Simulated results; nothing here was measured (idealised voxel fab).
Process module under the name voxel ribs on slabs
Square cells of 5 nm make up the cross-section cut, whose width is 155 nm.
Cross-section spec: square-cell grid; bands listed top down; each band is one or more rows. This entry defines a band. It first specifies the height of the band's top and the height of its bottom in nm, and then specifies the band's materials from left to right, stating each material with its width in nm. The word "edge to edge" identifies a single material that fills the band from edge to edge, while the word "air" identifies empty space. Where do heights start? At 0: under that level the wafer as delivered is made of one material only. And the lowest band has no floor; it just carries on downward, as in "0..down". The expression "30..40" gives the width at the extremes of the band, the first number at its top row of cells and the second at its bottom row, with the width changing by equal amounts from each row to the next in between. Step note "left unchanged" = no cross-section cell changed. "Closed-off voids" means: voids of 8 cells or more that are shut off from the top with no open way through. Written width x height at distance, distance from the left edge, in nm. If you see something after the settings on a step's line, that's the simulator's own remark about that step. You can add "overlay nm" to a step's line. For a step with a mask, it describes how far the mask lay to the right of its planned position, and a negative number describes a lay to the left.

# Process steps foreseen in the plan
1,RECEIVE [material Si]
2,DIRECTIONAL_DEP [material SiO2] [thk nm 20]
3,DIRECTIONAL_DEP [material SiN] [thk nm 15]
4,DIRECTIONAL_DEP [material aC] [thk nm 10]
5,PATTERN [tone cover] [mask id RIB] [material resist] [width nm 30] [thk nm 30] [overlay nm 0]
6,DIRECTIONAL_ETCH [etch materials aC] [depth nm 10]
7,STRIP [etch materials resist]
8,DIRECTIONAL_ETCH [etch materials SiN] [depth nm 10]
9,STRIP [etch materials aC]
10,DIRECTIONAL_DEP [material aC] [thk nm 15]
11,PATTERN [tone cover] [mask id SLAB] [material resist] [width nm 90] [thk nm 35] [overlay nm 0]
12,DIRECTIONAL_ETCH [etch materials aC] [depth nm 15]
13,STRIP [etch materials resist]
14,DIRECTIONAL_ETCH [etch materials SiN] [depth nm 5]
15,STRIP [etch materials aC]
16,FILL_DEP [material SiO2] [thk nm 25]
17,CMP [height nm 50]
18,DIRECTIONAL_DEP [material W] [thk nm 10]
19,DIRECTIONAL_DEP [material aC] [thk nm 15]
20,PATTERN [tone cover] [mask id HEATER] [material resist] [width nm 40] [thk nm 35] [overlay nm 0]
21,DIRECTIONAL_ETCH [etch materials aC] [depth nm 15]
22,STRIP [etch materials resist]
23,DIRECTIONAL_ETCH [etch materials W] [depth nm 10]
24,STRIP [etch materials aC]
25,CONFORMAL_DEP [material SiN] [thk nm 10]

# Cross-section, incoming material, after step 1
0..down  Si edge to edge
Closed-off voids: none

# End-of-module XS, first of two wafers, run as planned
70..60  45 nm air  60 nm SiN  50 nm air
60..50  55 nm SiN  40 nm W  60 nm SiN
50..35  SiO2 edge to edge
35..25  60 nm SiO2  30 nm SiN  65 nm SiO2
25..20  30 nm SiO2  90 nm SiN  35 nm SiO2
20..0  SiO2 edge to edge
0..down  Si edge to edge
Closed-off voids: none

# Second wafer of the two, sectioned at the end of the module. It began like the first and followed the same plan, but one mistake was made while running it
70..60  45 nm air  60 nm SiN  50 nm air
60..50  55 nm SiN  40 nm W  60 nm SiN
50..40  60..30 nm SiO2  30..90 nm SiN  65..35 nm SiO2
40..0  SiO2 edge to edge
0..down  Si edge to edge
Closed-off voids: none
Error vs. plan: it should be noted that step 2 of the plan was executed twice
Once processing is complete, comparing cell counts shows that the second wafer has more or fewer of certain materials than the first: SiN -6 | SiO2 +6
